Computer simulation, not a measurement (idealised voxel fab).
Presented below is a process module, voxel self aligned contacts.
Each square cell in cross-section cut measures 5 nm, and the section as a whole is 165 nm wide.
Cross-section format: a grid of square cells, given as bands from top to bottom; each band is one or more rows of cells. Band entry format. Leading values: height of top, height of bottom, nm. Remainder: materials in left-to-right order, each with its width in nm. Special words: "throughout" on a single material, which then fills the band edge to edge; "blank", empty space. Ref level 0: as-received wafer is one material below here. Bottom band extends down with no lower bound ("0 and below"). A width such as "30->40" changes by the same amount from each row of cells to the next, from the band's top row to its bottom row. "left unchanged", as given for a step, is the statement that not any cell of the cross-section underwent a change during that step. Each empty space that has no open way to the top and spans at least 8 cells appears under "Enclosed void entries" as width x height at distance, the distance counted from the left edge, all in nm. Formally, on a step line, whatever follows the settings is a remark that the simulator itself makes on the step. The setting "overlay nm" may be written on the line of a step. When the step uses a mask, the value reports how far to the right of the planned place the mask lay, and a negative value reports that it lay to the left.

Planned process steps:
1: RECEIVE, material Si
2: OXIDIZE, depth nm 5
3: DIRECTIONAL_DEP, material polySi, thk nm 30
4: DIRECTIONAL_DEP, material SiN, thk nm 20
5: DIRECTIONAL_DEP, material aC, thk nm 15
6: PATTERN, tone cover, mask id GATE, material resist, width nm 35, pitch nm 70, thk nm 30, overlay nm 0
7: DIRECTIONAL_ETCH, etch materials aC, depth nm 15
8: STRIP, etch materials resist
9: DIRECTIONAL_ETCH, etch materials SiN, depth nm 20
10: DIRECTIONAL_ETCH, etch materials polySi, depth nm 30
11: STRIP, etch materials aC
12: CONFORMAL_DEP, material SiN, thk nm 10
13: DIRECTIONAL_ETCH, etch materials SiN, depth nm 10
14: FILL_DEP, material SiO2, thk nm 15
15: CMP, height nm 60
16: DIRECTIONAL_DEP, material aC, thk nm 15
17: PATTERN, tone open, mask id CONTACT, material resist, width nm 45, thk nm 30, overlay nm 0
18: DIRECTIONAL_ETCH, etch materials aC, depth nm 15
19: STRIP, etch materials resist
20: DIRECTIONAL_ETCH, etch materials SiO2, depth nm 65
21: STRIP, etch materials aC
22: CONFORMAL_DEP, material TiN, thk nm 5
23: FILL_DEP, material Ru, thk nm 10
24: CMP, height nm 60
25: CONFORMAL_DEP, material SiCN, thk nm 5

The following pertains to the first of two wafers, which was processed as planned:

Wafer cross-section on receipt, i.e. after step 1:
- 0 and below | Si throughout
- Enclosed void entries: none

Wafer section view after processing step 2:
- 0 down to -5 | SiO2 throughout
- Nothing below the height -5 has changed.

Wafer section view after processing step 3:
- 30 down to 0 | polySi throughout
- Nothing below the height 0 has changed.

Wafer section view after processing step 4:
- 50 down to 30 | SiN throughout
- Nothing below the height 30 has changed.

Wafer section view after processing step 5:
- 65 down to 50 | aC throughout
- Nothing below the height 50 has changed.

Wafer section view after processing step 6:
- 95 down to 65 | 30 blank, 35 resist, 35 blank, 35 resist, 30 blank
- Nothing below the height 65 has changed.

Wafer section view after processing step 7:
- 80 down to 65 | 30 blank, 35 resist, 35 blank, 35 resist, 30 blank
- 65 down to 50 | 30 blank, 35 aC, 35 blank, 35 aC, 30 blank
- Nothing below the height 50 has changed.

Wafer section view after processing step 8:
- 65 down to 50 | 30 blank, 35 aC, 35 blank, 35 aC, 30 blank
- Nothing below the height 50 has changed.

Wafer section view after processing step 9:
- 65 down to 50 | 30 blank, 35 aC, 35 blank, 35 aC, 30 blank
- 50 down to 30 | 30 blank, 35 SiN, 35 blank, 35 SiN, 30 blank
- Nothing below the height 30 has changed.

Wafer section view after processing step 10:
- 65 down to 50 | 30 blank, 35 aC, 35 blank, 35 aC, 30 blank
- 50 down to 30 | 30 blank, 35 SiN, 35 blank, 35 SiN, 30 blank
- 30 down to 0 | 30 blank, 35 polySi, 35 blank, 35 polySi, 30 blank
- Nothing below the height 0 has changed.

Wafer section view after processing step 11:
- 50 down to 30 | 30 blank, 35 SiN, 35 blank, 35 SiN, 30 blank
- Nothing below the height 30 has changed.

Wafer section view after processing step 12:
- 60 down to 30 | 20 blank, 55 SiN, 15 blank, 55 SiN, 20 blank
- 30 down to 10 | 20 blank, 10 SiN, 35 polySi, 10 SiN, 15 blank, 10 SiN, 35 polySi, 10 SiN, 20 blank
- 10 down to 0 | 30 SiN, 35 polySi, 35 SiN, 35 polySi, 30 SiN
- Nothing below the height 0 has changed.

Wafer section view after processing step 13:
- 50 down to 30 | 20 blank, 55 SiN, 15 blank, 55 SiN, 20 blank
- 30 down to 0 | 20 blank, 10 SiN, 35 polySi, 10 SiN, 15 blank, 10 SiN, 35 polySi, 10 SiN, 20 blank
- Nothing below the height 0 has changed.

Wafer section view after processing step 14:
- 65 down to 50 | SiO2 throughout
- 50 down to 30 | 20 SiO2, 55 SiN, 15 SiO2, 55 SiN, 20 SiO2
- 30 down to 0 | 20 SiO2, 10 SiN, 35 polySi, 10 SiN, 15 SiO2, 10 SiN, 35 polySi, 10 SiN, 20 SiO2
- Nothing below the height 0 has changed.

Wafer section view after processing step 15:
- 60 down to 50 | SiO2 throughout
- Nothing below the height 50 has changed.

Wafer section view after processing step 16:
- 75 down to 60 | aC throughout
- Nothing below the height 60 has changed.

Wafer section view after processing step 17:
- 105 down to 75 | 60 resist, 45 blank, 60 resist
- Nothing below the height 75 has changed.

Wafer section view after processing step 18:
- 90 down to 75 | 60 resist, 45 blank, 60 resist
- 75 down to 60 | 60 aC, 45 blank, 60 aC
- Nothing below the height 60 has changed.

Wafer section view after processing step 19:
- 75 down to 60 | 60 aC, 45 blank, 60 aC
- Nothing below the height 60 has changed.

Wafer section view after processing step 20:
- 75 down to 60 | 60 aC, 45 blank, 60 aC
- 60 down to 50 | 60 SiO2, 45 blank, 60 SiO2
- 50 down to 30 | 20 SiO2, 55 SiN, 15 blank, 55 SiN, 20 SiO2
- 30 down to 0 | 20 SiO2, 10 SiN, 35 polySi, 10 SiN, 15 blank, 10 SiN, 35 polySi, 10 SiN, 20 SiO2
- 0 down to -5 | 75 SiO2, 15 blank, 75 SiO2
- Nothing below the height -5 has changed.

Wafer section view after processing step 21:
- 60 down to 50 | 60 SiO2, 45 blank, 60 SiO2
- Nothing below the height 50 has changed.

Wafer section view after processing step 22:
- 65 down to 60 | 65 TiN, 35 blank, 65 TiN
- 60 down to 50 | 60 SiO2, 5->20 TiN, 35->5 blank, 5->20 TiN, 60 SiO2
- 50 down to 30 | 20 SiO2, 55 SiN, 5 TiN, 5 blank, 5 TiN, 55 SiN, 20 SiO2
- 30 down to 0 | 20 SiO2, 10 SiN, 35 polySi, 10 SiN, 5 TiN, 5 blank, 5 TiN, 10 SiN, 35 polySi, 10 SiN, 20 SiO2
- 0 down to -5 | 75 SiO2, 15 TiN, 75 SiO2
- Nothing below the height -5 has changed.

Wafer section view after processing step 23:
- 75 down to 65 | Ru throughout
- 65 down to 60 | 65 TiN, 35 Ru, 65 TiN
- 60 down to 50 | 60 SiO2, 5->20 TiN, 35->5 Ru, 5->20 TiN, 60 SiO2
- 50 down to 30 | 20 SiO2, 55 SiN, 5 TiN, 5 Ru, 5 TiN, 55 SiN, 20 SiO2
- 30 down to 0 | 20 SiO2, 10 SiN, 35 polySi, 10 SiN, 5 TiN, 5 Ru, 5 TiN, 10 SiN, 35 polySi, 10 SiN, 20 SiO2
- Nothing below the height 0 has changed.

Wafer section view after processing step 24:
- 60 down to 50 | 60 SiO2, 5->20 TiN, 35->5 Ru, 5->20 TiN, 60 SiO2
- Nothing below the height 50 has changed.

Wafer section view after processing step 25:
- 65 down to 60 | SiCN throughout
- Nothing below the height 60 has changed.

Wafer two: like wafer one in start and plan, but with one mistake in execution; identical up to and including step 23:

Second wafer profile in section, at the moment step 24 of the plan was meant to be complete: left unchanged

Second wafer profile in section, at the moment step 25 of the plan was meant to be complete:
- 80 down to 75 | SiCN throughout
- Nothing below the height 75 has changed.
What went wrong in running the wafer? step 24 was dropped from the plan's execution and never run
Wafer comparison, final, in cells, second relative to first, materials more or fewer: +73 Ru, +26 TiN
